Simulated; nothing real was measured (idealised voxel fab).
process module | voxel gate over fins
Cross-section cut: width 155 nm, square cells of 5 nm.
Cross-section layout: square cells on a grid; listed as bands, top to bottom; a band spans one or more cell rows. Within each band entry, the heights of the top and of the bottom of the band appear first, in that order and in nm; the materials of the band then follow from left to right, each with its corresponding width in nm. The designation "full width" on a single material indicates that it fills the band from edge to edge; the designation "air" indicates empty space. Heights are reckoned from 0. Under this level, the received wafer is all of one material. The bottommost band is open-ended downward, for example "0 down". The notation "30->40" denotes a width that varies across the rows of cells in the band, beginning at the first number in the top row, finishing at the second number in the bottom row, and changing by an identical amount from each row to the next. The designation "nothing was modified", where it is given for a processing step, indicates that no cell of the cross-section was altered in the course of that step. The entry titled "Voids, enclosed" provides the empty spaces that have no open way to the top, restricted to those of 8 cells or more. Each is presented as width x height at distance, the distance being measured from the left edge, with all three in nm. On each step's line, the part that comes after the settings is the simulator's own comment on the step. A step's line can hold "overlay nm"; with a mask on that step, the setting says how far right of the planned place the mask lay, while a negative setting says it lay to the left.
List of planned process steps:
step 1: RECEIVE, material Si
step 2: CONFORMAL_DEP, material SiN, thk nm 10
step 3: DIRECTIONAL_DEP, material aC, thk nm 15
step 4: PATTERN, tone cover, mask id FINS, material resist, width nm 15, pitch nm 50, thk nm 35, overlay nm 0
step 5: DIRECTIONAL_ETCH, etch materials aC, depth nm 15
step 6: STRIP, etch materials resist
step 7: DIRECTIONAL_ETCH, etch materials SiN, depth nm 10
step 8: DIRECTIONAL_ETCH, etch materials Si, depth nm 35
step 9: STRIP, etch materials aC
step 10: FILL_DEP, material SiO2, thk nm 5
step 11: CMP, height nm 10
step 12: DIRECTIONAL_DEP, material aC, thk nm 10
step 13: PATTERN, tone open, mask id RAIL, material resist, width nm 15, thk nm 30, overlay nm 0
step 14: DIRECTIONAL_ETCH, etch materials aC, depth nm 10
step 15: STRIP, etch materials resist
step 16: DIRECTIONAL_ETCH, etch materials SiO2, depth nm 40
step 17: STRIP, etch materials aC
step 18: CONFORMAL_DEP, material TiN, thk nm 5
step 19: FILL_DEP, material W, thk nm 5
step 20: CMP, height nm 10
step 21: SELECTIVE_ETCH, etch materials W Ru TiN, depth nm 25
step 22: FILL_DEP, material SiO2, thk nm 5
step 23: CMP, height nm 10
step 24: SELECTIVE_ETCH, etch materials SiO2, depth nm 20
step 25: STRIP, etch materials SiN
step 26: CONFORMAL_DEP, material HfO2, thk nm 5
step 27: CONFORMAL_DEP, material TiN, thk nm 5
step 28: FILL_DEP, material W, thk nm 15
step 29: CMP, height nm 20
step 30: CONFORMAL_DEP, material SiN, thk nm 10
Concerning the first of two wafers, which was run in accordance with the plan:
Delivered wafer in cross-section: state after step 1:
  0 down | Si full width
  Voids, enclosed: none
Wafer section view after processing step 2:
  10 to 0 | SiN full width
  Beneath the level 0, the cross-section is identical to its previous state.
Wafer section view after processing step 3:
  25 to 10 | aC full width
  Beneath the level 10, the cross-section is identical to its previous state.
Wafer section view after processing step 4:
  60 to 25 | 20 air | 15 resist | 35 air | 15 resist | 35 air | 15 resist | 20 air
  Beneath the level 25, the cross-section is identical to its previous state.
Wafer section view after processing step 5:
  45 to 25 | 20 air | 15 resist | 35 air | 15 resist | 35 air | 15 resist | 20 air
  25 to 10 | 20 air | 15 aC | 35 air | 15 aC | 35 air | 15 aC | 20 air
  Beneath the level 10, the cross-section is identical to its previous state.
Wafer section view after processing step 6:
  25 to 10 | 20 air | 15 aC | 35 air | 15 aC | 35 air | 15 aC | 20 air
  Beneath the level 10, the cross-section is identical to its previous state.
Wafer section view after processing step 7:
  25 to 10 | 20 air | 15 aC | 35 air | 15 aC | 35 air | 15 aC | 20 air
  10 to 0 | 20 air | 15 SiN | 35 air | 15 SiN | 35 air | 15 SiN | 20 air
  Beneath the level 0, the cross-section is identical to its previous state.
Wafer section view after processing step 8:
  25 to 10 | 20 air | 15 aC | 35 air | 15 aC | 35 air | 15 aC | 20 air
  10 to 0 | 20 air | 15 SiN | 35 air | 15 SiN | 35 air | 15 SiN | 20 air
  0 to -35 | 20 air | 15 Si | 35 air | 15 Si | 35 air | 15 Si | 20 air
  Beneath the level -35, the cross-section is identical to its previous state.
Wafer section view after processing step 9:
  10 to 0 | 20 air | 15 SiN | 35 air | 15 SiN | 35 air | 15 SiN | 20 air
  Beneath the level 0, the cross-section is identical to its previous state.
Wafer section view after processing step 10:
  15 to 10 | SiO2 full width
  10 to 0 | 20 SiO2 | 15 SiN | 35 SiO2 | 15 SiN | 35 SiO2 | 15 SiN | 20 SiO2
  0 to -35 | 20 SiO2 | 15 Si | 35 SiO2 | 15 Si | 35 SiO2 | 15 Si | 20 SiO2
  Beneath the level -35, the cross-section is identical to its previous state.
Wafer section view after processing step 11:
  10 to 0 | 20 SiO2 | 15 SiN | 35 SiO2 | 15 SiN | 35 SiO2 | 15 SiN | 20 SiO2
  Beneath the level 0, the cross-section is identical to its previous state.
Wafer section view after processing step 12:
  20 to 10 | aC full width
  Beneath the level 10, the cross-section is identical to its previous state.
Wafer section view after processing step 13:
  50 to 20 | 45 resist | 15 air | 95 resist
  Beneath the level 20, the cross-section is identical to its previous state.
Wafer section view after processing step 14:
  40 to 20 | 45 resist | 15 air | 95 resist
  20 to 10 | 45 aC | 15 air | 95 aC
  Beneath the level 10, the cross-section is identical to its previous state.
Wafer section view after processing step 15:
  20 to 10 | 45 aC | 15 air | 95 aC
  Beneath the level 10, the cross-section is identical to its previous state.
Wafer section view after processing step 16:
  20 to 10 | 45 aC | 15 air | 95 aC
  10 to 0 | 20 SiO2 | 15 SiN | 10 SiO2 | 15 air | 10 SiO2 | 15 SiN | 35 SiO2 | 15 SiN | 20 SiO2
  0 to -30 | 20 SiO2 | 15 Si | 10 SiO2 | 15 air | 10 SiO2 | 15 Si | 35 SiO2 | 15 Si | 20 SiO2
  Beneath the level -30, the cross-section is identical to its previous state.
Wafer section view after processing step 17:
  10 to 0 | 20 SiO2 | 15 SiN | 10 SiO2 | 15 air | 10 SiO2 | 15 SiN | 35 SiO2 | 15 SiN | 20 SiO2
  Beneath the level 0, the cross-section is identical to its previous state.
Wafer section view after processing step 18:
  15 to 10 | 50 TiN | 5 air | 100 TiN
  10 to 0 | 20 SiO2 | 15 SiN | 10 SiO2 | 5 TiN | 5 air | 5 TiN | 10 SiO2 | 15 SiN | 35 SiO2 | 15 SiN | 20 SiO2
  0 to -25 | 20 SiO2 | 15 Si | 10 SiO2 | 5 TiN | 5 air | 5 TiN | 10 SiO2 | 15 Si | 35 SiO2 | 15 Si | 20 SiO2
  -25 to -30 | 20 SiO2 | 15 Si | 10 SiO2 | 15 TiN | 10 SiO2 | 15 Si | 35 SiO2 | 15 Si | 20 SiO2
  Beneath the level -30, the cross-section is identical to its previous state.
Wafer section view after processing step 19:
  20 to 15 | W full width
  15 to 10 | 50 TiN | 5 W | 100 TiN
  10 to 0 | 20 SiO2 | 15 SiN | 10 SiO2 | 5 TiN | 5 W | 5 TiN | 10 SiO2 | 15 SiN | 35 SiO2 | 15 SiN | 20 SiO2
  0 to -25 | 20 SiO2 | 15 Si | 10 SiO2 | 5 TiN | 5 W | 5 TiN | 10 SiO2 | 15 Si | 35 SiO2 | 15 Si | 20 SiO2
  Beneath the level -25, the cross-section is identical to its previous state.
Wafer section view after processing step 20:
  10 to 0 | 20 SiO2 | 15 SiN | 10 SiO2 | 5 TiN | 5 W | 5 TiN | 10 SiO2 | 15 SiN | 35 SiO2 | 15 SiN | 20 SiO2
  Beneath the level 0, the cross-section is identical to its previous state.
Wafer section view after processing step 21:
  10 to 0 | 20 SiO2 | 15 SiN | 10 SiO2 | 15 air | 10 SiO2 | 15 SiN | 35 SiO2 | 15 SiN | 20 SiO2
  0 to -15 | 20 SiO2 | 15 Si | 10 SiO2 | 15 air | 10 SiO2 | 15 Si | 35 SiO2 | 15 Si | 20 SiO2
  Beneath the level -15, the cross-section is identical to its previous state.
Wafer section view after processing step 22:
  15 to 10 | SiO2 full width
  10 to 0 | 20 SiO2 | 15 SiN | 35 SiO2 | 15 SiN | 35 SiO2 | 15 SiN | 20 SiO2
  0 to -15 | 20 SiO2 | 15 Si | 35 SiO2 | 15 Si | 35 SiO2 | 15 Si | 20 SiO2
  Beneath the level -15, the cross-section is identical to its previous state.
Wafer section view after processing step 23:
  10 to 0 | 20 SiO2 | 15 SiN | 35 SiO2 | 15 SiN | 35 SiO2 | 15 SiN | 20 SiO2
  Beneath the level 0, the cross-section is identical to its previous state.
Wafer section view after processing step 24:
  10 to 0 | 20 air | 15 SiN | 35 air | 15 SiN | 35 air | 15 SiN | 20 air
  0 to -10 | 20 air | 15 Si | 35 air | 15 Si | 35 air | 15 Si | 20 air
  Beneath the level -10, the cross-section is identical to its previous state.
Wafer section view after processing step 25:
  0 to -10 | 20 air | 15 Si | 35 air | 15 Si | 35 air | 15 Si | 20 air
  Beneath the level -10, the cross-section is identical to its previous state.
Wafer section view after processing step 26:
  5 to 0 | 15 air | 25 HfO2 | 25 air | 25 HfO2 | 25 air | 25 HfO2 | 15 air
  0 to -5 | 15 air | 5 HfO2 | 15 Si | 5 HfO2 | 25 air | 5 HfO2 | 15 Si | 5 HfO2 | 25 air | 5 HfO2 | 15 Si | 5 HfO2 | 15 air
  -5 to -10 | 20 HfO2 | 15 Si | 35 HfO2 | 15 Si | 35 HfO2 | 15 Si | 20 HfO2
  Beneath the level -10, the cross-section is identical to its previous state.
Wafer section view after processing step 27:
  10 to 5 | 10 air | 35 TiN | 15 air | 35 TiN | 15 air | 35 TiN | 10 air
  5 to 0 | 10 air | 5 TiN | 25 HfO2 | 5 TiN | 15 air | 5 TiN | 25 HfO2 | 5 TiN | 15 air | 5 TiN | 25 HfO2 | 5 TiN | 10 air
  0 to -5 | 15 TiN | 5 HfO2 | 15 Si | 5 HfO2 | 25 TiN | 5 HfO2 | 15 Si | 5 HfO2 | 25 TiN | 5 HfO2 | 15 Si | 5 HfO2 | 15 TiN
  Beneath the level -5, the cross-section is identical to its previous state.
Wafer section view after processing step 28:
  25 to 10 | W full width
  10 to 5 | 10 W | 35 TiN | 15 W | 35 TiN | 15 W | 35 TiN | 10 W
  5 to 0 | 10 W | 5 TiN | 25 HfO2 | 5 TiN | 15 W | 5 TiN | 25 HfO2 | 5 TiN | 15 W | 5 TiN | 25 HfO2 | 5 TiN | 10 W
  Beneath the level 0, the cross-section is identical to its previous state.
Wafer section view after processing step 29:
  20 to 10 | W full width
  Beneath the level 10, the cross-section is identical to its previous state.
Wafer section view after processing step 30:
  30 to 20 | SiN full width
  Beneath the level 20, the cross-section is identical to its previous state.
Okay, second wafer. Nothing different at the start, nothing different in the plan, just one mistake somewhere in the running. As far as step 3, counting that step, it's the first wafer all over again:
Second wafer at the planned finish of step 4, seen in cross-section:
  60 to 25 | 20 resist | 15 air | 35 resist | 15 air | 35 resist | 15 air | 20 resist
  Beneath the level 25, the cross-section is identical to its previous state.
Second wafer at the planned finish of step 5, seen in cross-section:
  45 to 25 | 20 resist | 15 air | 35 resist | 15 air | 35 resist | 15 air | 20 resist
  25 to 10 | 20 aC | 15 air | 35 aC | 15 air | 35 aC | 15 air | 20 aC
  Beneath the level 10, the cross-section is identical to its previous state.
Second wafer at the planned finish of step 6, seen in cross-section:
  25 to 10 | 20 aC | 15 air | 35 aC | 15 air | 35 aC | 15 air | 20 aC
  Beneath the level 10, the cross-section is identical to its previous state.
Second wafer at the planned finish of step 7, seen in cross-section:
  25 to 10 | 20 aC | 15 air | 35 aC | 15 air | 35 aC | 15 air | 20 aC
  10 to 0 | 20 SiN | 15 air | 35 SiN | 15 air | 35 SiN | 15 air | 20 SiN
  Beneath the level 0, the cross-section is identical to its previous state.
Second wafer at the planned finish of step 8, seen in cross-section:
  25 to 10 | 20 aC | 15 air | 35 aC | 15 air | 35 aC | 15 air | 20 aC
  10 to 0 | 20 SiN | 15 air | 35 SiN | 15 air | 35 SiN | 15 air | 20 SiN
  0 to -35 | 20 Si | 15 air | 35 Si | 15 air | 35 Si | 15 air | 20 Si
  Beneath the level -35, the cross-section is identical to its previous state.
Second wafer at the planned finish of step 9, seen in cross-section:
  10 to 0 | 20 SiN | 15 air | 35 SiN | 15 air | 35 SiN | 15 air | 20 SiN
  Beneath the level 0, the cross-section is identical to its previous state.
Second wafer at the planned finish of step 10, seen in cross-section:
  15 to 10 | SiO2 full width
  10 to 0 | 20 SiN | 15 SiO2 | 35 SiN | 15 SiO2 | 35 SiN | 15 SiO2 | 20 SiN
  0 to -35 | 20 Si | 15 SiO2 | 35 Si | 15 SiO2 | 35 Si | 15 SiO2 | 20 Si
  Beneath the level -35, the cross-section is identical to its previous state.
Second wafer at the planned finish of step 11, seen in cross-section:
  10 to 0 | 20 SiN | 15 SiO2 | 35 SiN | 15 SiO2 | 35 SiN | 15 SiO2 | 20 SiN
  Beneath the level 0, the cross-section is identical to its previous state.
Second wafer at the planned finish of step 12, seen in cross-section:
  20 to 10 | aC full width
  Beneath the level 10, the cross-section is identical to its previous state.
Second wafer at the planned finish of step 13, seen in cross-section:
  50 to 20 | 45 resist | 15 air | 95 resist
  Beneath the level 20, the cross-section is identical to its previous state.
Second wafer at the planned finish of step 14, seen in cross-section:
  40 to 20 | 45 resist | 15 air | 95 resist
  20 to 10 | 45 aC | 15 air | 95 aC
  Beneath the level 10, the cross-section is identical to its previous state.
Second wafer at the planned finish of step 15, seen in cross-section:
  20 to 10 | 45 aC | 15 air | 95 aC
  Beneath the level 10, the cross-section is identical to its previous state.
Second wafer at the planned finish of step 16, seen in cross-section: nothing was modified
Second wafer at the planned finish of step 17, seen in cross-section:
  10 to 0 | 20 SiN | 15 SiO2 | 35 SiN | 15 SiO2 | 35 SiN | 15 SiO2 | 20 SiN
  Beneath the level 0, the cross-section is identical to its previous state.
Second wafer at the planned finish of step 18, seen in cross-section:
  15 to 10 | TiN full width
  Beneath the level 10, the cross-section is identical to its previous state.
Second wafer at the planned finish of step 19, seen in cross-section:
  20 to 15 | W full width
  Beneath the level 15, the cross-section is identical to its previous state.
Second wafer at the planned finish of step 20, seen in cross-section:
  10 to 0 | 20 SiN | 15 SiO2 | 35 SiN | 15 SiO2 | 35 SiN | 15 SiO2 | 20 SiN
  Beneath the level 0, the cross-section is identical to its previous state.
Second wafer at the planned finish of step 21, seen in cross-section: nothing was modified
Second wafer at the planned finish of step 22, seen in cross-section:
  15 to 10 | SiO2 full width
  Beneath the level 10, the cross-section is identical to its previous state.
Second wafer at the planned finish of step 23, seen in cross-section:
  10 to 0 | 20 SiN | 15 SiO2 | 35 SiN | 15 SiO2 | 35 SiN | 15 SiO2 | 20 SiN
  Beneath the level 0, the cross-section is identical to its previous state.
Second wafer at the planned finish of step 24, seen in cross-section:
  10 to 0 | 20 SiN | 15 air | 35 SiN | 15 air | 35 SiN | 15 air | 20 SiN
  0 to -10 | 20 Si | 15 air | 35 Si | 15 air | 35 Si | 15 air | 20 Si
  Beneath the level -10, the cross-section is identical to its previous state.
Second wafer at the planned finish of step 25, seen in cross-section:
  0 to -10 | 20 Si | 15 air | 35 Si | 15 air | 35 Si | 15 air | 20 Si
  Beneath the level -10, the cross-section is identical to its previous state.
Second wafer at the planned finish of step 26, seen in cross-section:
  5 to 0 | 25 HfO2 | 5 air | 45 HfO2 | 5 air | 45 HfO2 | 5 air | 25 HfO2
  0 to -5 | 20 Si | 5 HfO2 | 5 air | 5 HfO2 | 35 Si | 5 HfO2 | 5 air | 5 HfO2 | 35 Si | 5 HfO2 | 5 air | 5 HfO2 | 20 Si
  -5 to -10 | 20 Si | 15 HfO2 | 35 Si | 15 HfO2 | 35 Si | 15 HfO2 | 20 Si
  Beneath the level -10, the cross-section is identical to its previous state.
Second wafer at the planned finish of step 27, seen in cross-section:
  10 to 5 | TiN full width
  5 to 0 | 25 HfO2 | 5 TiN | 45 HfO2 | 5 TiN | 45 HfO2 | 5 TiN | 25 HfO2
  0 to -5 | 20 Si | 5 HfO2 | 5 TiN | 5 HfO2 | 35 Si | 5 HfO2 | 5 TiN | 5 HfO2 | 35 Si | 5 HfO2 | 5 TiN | 5 HfO2 | 20 Si
  Beneath the level -5, the cross-section is identical to its previous state.
Second wafer at the planned finish of step 28, seen in cross-section:
  25 to 10 | W full width
  Beneath the level 10, the cross-section is identical to its previous state.
Second wafer at the planned finish of step 29, seen in cross-section:
  20 to 10 | W full width
  Beneath the level 10, the cross-section is identical to its previous state.
Second wafer at the planned finish of step 30, seen in cross-section:
  30 to 20 | SiN full width
  Beneath the level 20, the cross-section is identical to its previous state.
Processing error: rather than as planned, step 4 actually ran as PATTERN, tone open, mask id FINS, material resist, width nm 15, pitch nm 50, thk nm 35, overlay nm 0
Per the end-of-run cell counts, the second wafer holds more or fewer of some materials than the first: Si +91; SiO2 -56; TiN -13; W -22
